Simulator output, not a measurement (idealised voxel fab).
process module | voxel gate over fins
cross-section cut | 295 nm wide | cells 5 nm
A cross-section is a grid of square cells, given in bands from the top down. A band is one or more rows of cells.
Each band's line starts with the height of the band's top and of its bottom, in nm. Then come its materials from left to right, each with its width in nm. One material with "throughout" fills the band from edge to edge. "air" is empty space.
Height 0 is the level under which the wafer as received is all one material. The lowest band goes on downwards, as in "0 down".
A width such as "30 to 40" changes by the same amount from each row of cells to the next, from the band's top row to its bottom row.
"no change" after a step means that no cell of the cross-section changed.
closed voids: empty space of 8 cells or more with no open way to the top, each as width x height at its distance from the left edge, in nm
after a step's settings: what the simulator itself notes on the step
overlay nm, on a step with a mask: how far to the right of its planned place the mask lay; to the left if negative
plan
1 op RECEIVE | material Si
2 op CONFORMAL_DEP | material SiN | thk nm 10
3 op MASKED_ETCH | tone cover | mask id FINS | width nm 15 | pitch nm 55 | etch materials SiN | depth nm 10 | overlay nm 0
4 op MASKED_ETCH | tone cover | mask id FINS | width nm 15 | pitch nm 55 | etch materials Si | depth nm 35 | overlay nm 0
5 op FILL_DEP | material SiO2 | thk nm 10
6 op CMP | height nm 10
7 op PATTERN | tone open | mask id RAIL | material resist | width nm 15 | thk nm 15 | overlay nm 0
8 op DIRECTIONAL_ETCH | etch materials SiO2 | depth nm 40
9 op STRIP | etch materials resist
10 op CONFORMAL_DEP | material TiN | thk nm 5
11 op FILL_DEP | material Ru | thk nm 5
12 op CMP | height nm 10
13 op SELECTIVE_ETCH | etch materials W Ru TiN | depth nm 30
14 op FILL_DEP | material SiO2 | thk nm 5
15 op CMP | height nm 10
16 op SELECTIVE_ETCH | etch materials SiO2 | depth nm 25
17 op STRIP | etch materials SiN
18 op CONFORMAL_DEP | material HfO2 | thk nm 5
19 op CONFORMAL_DEP | material TiN | thk nm 5
20 op FILL_DEP | material W | thk nm 10
21 op CMP | height nm 15
22 op CONFORMAL_DEP | material SiCN | thk nm 10
first wafer, as planned
as received, after step 1
  0 down: Si throughout
  closed voids: none
after step 2
  10 to 0: SiN throughout
  below 0: unchanged
after step 3
  10 to 0: air 110 | SiN 15 | air 40 | SiN 15 | air 115
  below 0: unchanged
after step 4
  10 to 0: air 110 | SiN 15 | air 40 | SiN 15 | air 115
  0 to -35: air 110 | Si 15 | air 40 | Si 15 | air 115
  below -35: unchanged
after step 5
  20 to 10: SiO2 throughout
  10 to 0: SiO2 110 | SiN 15 | SiO2 40 | SiN 15 | SiO2 115
  0 to -35: SiO2 110 | Si 15 | SiO2 40 | Si 15 | SiO2 115
  below -35: unchanged
after step 6
  10 to 0: SiO2 110 | SiN 15 | SiO2 40 | SiN 15 | SiO2 115
  below 0: unchanged
after step 7
  25 to 10: resist 135 | air 15 | resist 145
  below 10: unchanged
after step 8
  25 to 10: resist 135 | air 15 | resist 145
  10 to 0: SiO2 110 | SiN 15 | SiO2 10 | air 15 | SiO2 15 | SiN 15 | SiO2 115
  0 to -30: SiO2 110 | Si 15 | SiO2 10 | air 15 | SiO2 15 | Si 15 | SiO2 115
  below -30: unchanged
after step 9
  10 to 0: SiO2 110 | SiN 15 | SiO2 10 | air 15 | SiO2 15 | SiN 15 | SiO2 115
  below 0: unchanged
after step 10
  15 to 10: TiN 140 | air 5 | TiN 150
  10 to 0: SiO2 110 | SiN 15 | SiO2 10 | TiN 5 | air 5 | TiN 5 | SiO2 15 | SiN 15 | SiO2 115
  0 to -25: SiO2 110 | Si 15 | SiO2 10 | TiN 5 | air 5 | TiN 5 | SiO2 15 | Si 15 | SiO2 115
  -25 to -30: SiO2 110 | Si 15 | SiO2 10 | TiN 15 | SiO2 15 | Si 15 | SiO2 115
  below -30: unchanged
after step 11
  20 to 15: Ru throughout
  15 to 10: TiN 140 | Ru 5 | TiN 150
  10 to 0: SiO2 110 | SiN 15 | SiO2 10 | TiN 5 | Ru 5 | TiN 5 | SiO2 15 | SiN 15 | SiO2 115
  0 to -25: SiO2 110 | Si 15 | SiO2 10 | TiN 5 | Ru 5 | TiN 5 | SiO2 15 | Si 15 | SiO2 115
  below -25: unchanged
after step 12
  10 to 0: SiO2 110 | SiN 15 | SiO2 10 | TiN 5 | Ru 5 | TiN 5 | SiO2 15 | SiN 15 | SiO2 115
  below 0: unchanged
after step 13
  10 to 0: SiO2 110 | SiN 15 | SiO2 10 | air 15 | SiO2 15 | SiN 15 | SiO2 115
  0 to -20: SiO2 110 | Si 15 | SiO2 10 | air 15 | SiO2 15 | Si 15 | SiO2 115
  below -20: unchanged
after step 14
  15 to 10: SiO2 throughout
  10 to 0: SiO2 110 | SiN 15 | SiO2 40 | SiN 15 | SiO2 115
  0 to -20: SiO2 110 | Si 15 | SiO2 40 | Si 15 | SiO2 115
  below -20: unchanged
after step 15
  10 to 0: SiO2 110 | SiN 15 | SiO2 40 | SiN 15 | SiO2 115
  below 0: unchanged
after step 16
  10 to 0: air 110 | SiN 15 | air 40 | SiN 15 | air 115
  0 to -15: air 110 | Si 15 | air 40 | Si 15 | air 115
  below -15: unchanged
after step 17
  0 to -15: air 110 | Si 15 | air 40 | Si 15 | air 115
  below -15: unchanged
after step 18
  5 to 0: air 105 | HfO2 25 | air 30 | HfO2 25 | air 110
  0 to -10: air 105 | HfO2 5 | Si 15 | HfO2 5 | air 30 | HfO2 5 | Si 15 | HfO2 5 | air 110
  -10 to -15: HfO2 110 | Si 15 | HfO2 40 | Si 15 | HfO2 115
  below -15: unchanged
after step 19
  10 to 5: air 100 | TiN 35 | air 20 | TiN 35 | air 105
  5 to 0: air 100 | TiN 5 | HfO2 25 | TiN 5 | air 20 | TiN 5 | HfO2 25 | TiN 5 | air 105
  0 to -5: air 100 | TiN 5 | HfO2 5 | Si 15 | HfO2 5 | TiN 5 | air 20 | TiN 5 | HfO2 5 | Si 15 | HfO2 5 | TiN 5 | air 105
  -5 to -10: TiN 105 | HfO2 5 | Si 15 | HfO2 5 | TiN 30 | HfO2 5 | Si 15 | HfO2 5 | TiN 110
  below -10: unchanged
after step 20
  20 to 10: W throughout
  10 to 5: W 100 | TiN 35 | W 20 | TiN 35 | W 105
  5 to 0: W 100 | TiN 5 | HfO2 25 | TiN 5 | W 20 | TiN 5 | HfO2 25 | TiN 5 | W 105
  0 to -5: W 100 | TiN 5 | HfO2 5 | Si 15 | HfO2 5 | TiN 5 | W 20 | TiN 5 | HfO2 5 | Si 15 | HfO2 5 | TiN 5 | W 105
  below -5: unchanged
after step 21
  15 to 10: W throughout
  below 10: unchanged
after step 22
  25 to 15: SiCN throughout
  below 15: unchanged
second wafer: like start, like plan, one mistake. Through step 6 it matches the first wafer
when step 7 should have ended
  25 to 10: air 135 | resist 15 | air 145
  below 10: unchanged
when step 8 should have ended
  25 to 10: air 135 | resist 15 | air 145
  10 to 0: air 110 | SiN 15 | air 10 | SiO2 15 | air 15 | SiN 15 | air 115
  0 to -30: air 110 | Si 15 | air 10 | SiO2 15 | air 15 | Si 15 | air 115
  below -30: unchanged
when step 9 should have ended
  10 to 0: air 110 | SiN 15 | air 10 | SiO2 15 | air 15 | SiN 15 | air 115
  below 0: unchanged
when step 10 should have ended
  15 to 10: air 105 | TiN 50 | air 5 | TiN 25 | air 110
  10 to 0: air 105 | TiN 5 | SiN 15 | TiN 10 | SiO2 15 | TiN 5 | air 5 | TiN 5 | SiN 15 | TiN 5 | air 110
  0 to -25: air 105 | TiN 5 | Si 15 | TiN 10 | SiO2 15 | TiN 5 | air 5 | TiN 5 | Si 15 | TiN 5 | air 110
  -25 to -30: TiN 110 | Si 15 | TiN 10 | SiO2 15 | TiN 15 | Si 15 | TiN 115
  below -30: unchanged
when step 11 should have ended
  20 to 15: Ru throughout
  15 to 10: Ru 105 | TiN 50 | Ru 5 | TiN 25 | Ru 110
  10 to 0: Ru 105 | TiN 5 | SiN 15 | TiN 10 | SiO2 15 | TiN 5 | Ru 5 | TiN 5 | SiN 15 | TiN 5 | Ru 110
  0 to -25: Ru 105 | TiN 5 | Si 15 | TiN 10 | SiO2 15 | TiN 5 | Ru 5 | TiN 5 | Si 15 | TiN 5 | Ru 110
  below -25: unchanged
when step 12 should have ended
  10 to 0: Ru 105 | TiN 5 | SiN 15 | TiN 10 | SiO2 15 | TiN 5 | Ru 5 | TiN 5 | SiN 15 | TiN 5 | Ru 110
  below 0: unchanged
when step 13 should have ended
  10 to 0: air 110 | SiN 15 | air 10 | SiO2 15 | air 15 | SiN 15 | air 115
  0 to -20: air 110 | Si 15 | air 10 | SiO2 15 | air 15 | Si 15 | air 115
  below -20: unchanged
when step 14 should have ended
  15 to 10: SiO2 throughout
  10 to 0: SiO2 110 | SiN 15 | SiO2 40 | SiN 15 | SiO2 115
  0 to -20: SiO2 110 | Si 15 | SiO2 40 | Si 15 | SiO2 115
  below -20: unchanged
when step 15 should have ended
  10 to 0: SiO2 110 | SiN 15 | SiO2 40 | SiN 15 | SiO2 115
  below 0: unchanged
when step 16 should have ended
  10 to 0: air 110 | SiN 15 | air 40 | SiN 15 | air 115
  0 to -15: air 110 | Si 15 | air 40 | Si 15 | air 115
  below -15: unchanged
when step 17 should have ended
  0 to -15: air 110 | Si 15 | air 40 | Si 15 | air 115
  below -15: unchanged
when step 18 should have ended
  5 to 0: air 105 | HfO2 25 | air 30 | HfO2 25 | air 110
  0 to -10: air 105 | HfO2 5 | Si 15 | HfO2 5 | air 30 | HfO2 5 | Si 15 | HfO2 5 | air 110
  -10 to -15: HfO2 110 | Si 15 | HfO2 40 | Si 15 | HfO2 115
  below -15: unchanged
when step 19 should have ended
  10 to 5: air 100 | TiN 35 | air 20 | TiN 35 | air 105
  5 to 0: air 100 | TiN 5 | HfO2 25 | TiN 5 | air 20 | TiN 5 | HfO2 25 | TiN 5 | air 105
  0 to -5: air 100 | TiN 5 | HfO2 5 | Si 15 | HfO2 5 | TiN 5 | air 20 | TiN 5 | HfO2 5 | Si 15 | HfO2 5 | TiN 5 | air 105
  -5 to -10: TiN 105 | HfO2 5 | Si 15 | HfO2 5 | TiN 30 | HfO2 5 | Si 15 | HfO2 5 | TiN 110
  below -10: unchanged
when step 20 should have ended
  20 to 10: W throughout
  10 to 5: W 100 | TiN 35 | W 20 | TiN 35 | W 105
  5 to 0: W 100 | TiN 5 | HfO2 25 | TiN 5 | W 20 | TiN 5 | HfO2 25 | TiN 5 | W 105
  0 to -5: W 100 | TiN 5 | HfO2 5 | Si 15 | HfO2 5 | TiN 5 | W 20 | TiN 5 | HfO2 5 | Si 15 | HfO2 5 | TiN 5 | W 105
  below -5: unchanged
when step 21 should have ended
  15 to 10: W throughout
  below 10: unchanged
when step 22 should have ended
  25 to 15: SiCN throughout
  below 15: unchanged
what went wrong: step 7 ran as: op PATTERN | tone cover | mask id RAIL | material resist | width nm 15 | thk nm 15 | overlay nm 0
at the end the second wafer has, in cells: 43 more of Ru | 94 fewer of SiO2 | 51 more of TiN
